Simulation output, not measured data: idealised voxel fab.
Presented below is a process module, voxel released beams.
The width of the displayed cross-section, cut, is 155 nm; its cells are square, with a size of 5 nm.
We lay out every cross-section as a grid of square cells and spell it out in bands from the top down, where one band means one or more rows of cells.
A band entry consists of two parts. The first gives the height of the band's top and the height of its bottom, in nm. The rest lists the band's materials from left to right, each with its width in nm. A single material labelled with the word "edge to edge" fills the band from edge to edge, and the word "empty" marks empty space.
Zero point of the height axis is 0; under it, received wafer = one material. Lowest band: continues down indefinitely, "0..down".
Read "30 to 40" as a graded width: first number on top, second number at the bottom, same change between each pair of neighbouring rows.
Given "remains unaltered" for a step, no cell of the cross-section differs between before and after that step.
"Cavities, sealed": sealed empty spaces, 8 cells or more, no open way to top, listed width x height at distance, with distance from the left edge and width, height and distance in nm.
Step line, after settings: the simulator's comment on this step.
What "overlay nm" on a step's line means: if the step has a mask, that mask lay this far to the right of its planned place, or, when the value is negative, to the left.
[Process steps (planned)]
step 1: RECEIVE, material Si
step 2: CONFORMAL_DEP, material SiN, thk nm 10
step 3: DIRECTIONAL_DEP, material SiO2, thk nm 20
step 4: MASKED_ETCH, tone open, mask id ANCHOR, width nm 45, etch materials SiO2, depth nm 20, overlay nm 0
step 5: CONFORMAL_DEP, material polySi, thk nm 15
step 6: PATTERN, tone cover, mask id BEAM, material resist, width nm 100, thk nm 15, overlay nm 0
step 7: DIRECTIONAL_ETCH, etch materials polySi, depth nm 15
step 8: STRIP, etch materials resist
step 9: STRIP, etch materials SiO2
[Wafer, first of two, run as planned]
[Cross-section of the incoming wafer, state after step 1]
0..down  Si edge to edge
Cavities, sealed: none
[State of the wafer after step 2, shown in cross-section]
10..0  SiN edge to edge
Unchanged below 0.
[State of the wafer after step 3, shown in cross-section]
30..10  SiO2 edge to edge
Unchanged below 10.
[State of the wafer after step 4, shown in cross-section]
30..10  SiO2 30 nm / empty 45 nm / SiO2 80 nm
Unchanged below 10.
[State of the wafer after step 5, shown in cross-section]
45..30  polySi 45 nm / empty 15 nm / polySi 95 nm
30..25  SiO2 30 nm / polySi 15 nm / empty 15 nm / polySi 15 nm / SiO2 80 nm
25..10  SiO2 30 nm / polySi 45 nm / SiO2 80 nm
Unchanged below 10.
[State of the wafer after step 6, shown in cross-section]
60..45  empty 25 nm / resist 100 nm / empty 30 nm
45..30  polySi 45 nm / resist 15 nm / polySi 95 nm
30..25  SiO2 30 nm / polySi 15 nm / resist 15 nm / polySi 15 nm / SiO2 80 nm
Unchanged below 25.
[State of the wafer after step 7, shown in cross-section]
60..45  empty 25 nm / resist 100 nm / empty 30 nm
45..30  empty 25 nm / polySi 20 nm / resist 15 nm / polySi 65 nm / empty 30 nm
Unchanged below 30.
[State of the wafer after step 8, shown in cross-section]
45..30  empty 25 nm / polySi 20 nm / empty 15 nm / polySi 65 nm / empty 30 nm
30..25  SiO2 30 nm / polySi 15 nm / empty 15 nm / polySi 15 nm / SiO2 80 nm
Unchanged below 25.
[State of the wafer after step 9, shown in cross-section]
45..30  empty 25 nm / polySi 20 nm / empty 15 nm / polySi 65 nm / empty 30 nm
30..25  empty 30 nm / polySi 15 nm / empty 15 nm / polySi 15 nm / empty 80 nm
25..10  empty 30 nm / polySi 45 nm / empty 80 nm
Unchanged below 10.
[Companion wafer, the second of two: same beginning, same intended sequence, one mistake in carrying it out; through step 6 inclusive it tracks the first exactly]
[Second wafer profile in section, at the moment step 7 of the plan was meant to be complete]
60..45  empty 25 nm / resist 100 nm / empty 30 nm
45..40  empty 25 nm / polySi 20 nm / resist 15 nm / polySi 65 nm / empty 30 nm
Unchanged below 40.
[Second wafer profile in section, at the moment step 8 of the plan was meant to be complete]
45..40  empty 25 nm / polySi 20 nm / empty 15 nm / polySi 65 nm / empty 30 nm
40..30  polySi 45 nm / empty 15 nm / polySi 95 nm
30..25  SiO2 30 nm / polySi 15 nm / empty 15 nm / polySi 15 nm / SiO2 80 nm
Unchanged below 25.
Second wafer profile in section, at the moment step 9 of the plan was meant to be complete: remains unaltered
Here's what went sideways: heads up, step 7 didn't go per plan, it actually ran as DIRECTIONAL_ETCH, etch materials polySi, depth nm 5
Once processing is complete, comparing cell counts shows that the second wafer has more or fewer of certain materials than the first: SiO2 +88, polySi +22
